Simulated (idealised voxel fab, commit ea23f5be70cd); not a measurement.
The process module presented herein is designated voxel self aligned contacts.
Xsec cut, 285 nm wide, square cell size 5 nm.
Square cells in a grid make up a cross-section in this document, and the grid is given as bands, listed from the top down, each one or more rows of cells.
First you get the band's top height and its bottom height, in nm, and then the materials it's made of, left to right, with each width in nm. If you see a single material with "everywhere", that one covers the band edge to edge. "empty" is empty space.
Beneath 0, the wafer as received is one material, and that level is where height counting begins. The lowest band goes on downward without a bottom; it is written like "0..down".
When a width is written as two numbers, as in "30..40", the first number is the width in the top row of cells of the band and the second is the width in its bottom row, and the width changes by the same amount from each row to the next.
"no alterations made" for a step: no cell of the cross-section changed in that step.
"Unvented cavities" enumerates empty spaces isolated from the top, with no open way to it, that contain at least 8 cells, giving each as width x height at distance from the left edge, all three in nm.
If you see something after the settings on a step's line, that's the simulator's own remark about that step.
"overlay nm", when on a step's line for a step with a mask, measures how far to the right of its planned place the mask lay; a negative measure means to the left.

**Steps planned for the process**
1. RECEIVE: material Si
2. OXIDIZE: depth nm 5
3. DIRECTIONAL_DEP: material polySi, thk nm 20
4. DIRECTIONAL_DEP: material SiN, thk nm 20
5. MASKED_ETCH: tone cover, mask id GATE, width nm 30, pitch nm 60, etch materials SiN, depth nm 20, overlay nm 0
6. MASKED_ETCH: tone cover, mask id GATE, width nm 30, pitch nm 60, etch materials polySi, depth nm 20, overlay nm 0
7. CONFORMAL_DEP: material SiN, thk nm 5
8. DIRECTIONAL_ETCH: etch materials SiN, depth nm 5
9. FILL_DEP: material SiO2, thk nm 15
10. CMP: height nm 45
11. MASKED_ETCH: tone open, mask id CONTACT, width nm 40, etch materials SiO2, depth nm 50, overlay nm 0
12. CONFORMAL_DEP: material TiN, thk nm 5
13. FILL_DEP: material W, thk nm 10
14. CMP: height nm 45
15. CONFORMAL_DEP: material SiN, thk nm 5

**Cross-sectional view of the wafer in its as-received condition, corresponding to the state after step 1**
  0..down | Si everywhere
  Unvented cavities: none

**Here's the wafer cut in cross-section after the module, started and planned just like above, except one thing was done wrong in the run**
  50..45 | SiN everywhere
  45..40 | SiO2=90 | SiN=40 | TiN=5 | W=10 | TiN=5 | SiN=40 | SiO2=95
  40..25 | SiO2=90 | SiN=5 | polySi=30 | SiN=5 | TiN=5 | W=10 | TiN=5 | SiN=5 | polySi=30 | SiN=5 | SiO2=95
  25..20 | SiO2=90 | SiN=5 | polySi=30 | SiN=5 | TiN=20 | SiN=5 | polySi=30 | SiN=5 | SiO2=95
  20..0 | polySi everywhere
  0..-5 | SiO2 everywhere
  -5..down | Si everywhere
  Unvented cavities: none
What broke from the plan during processing? step 3 of the plan was twice carried out
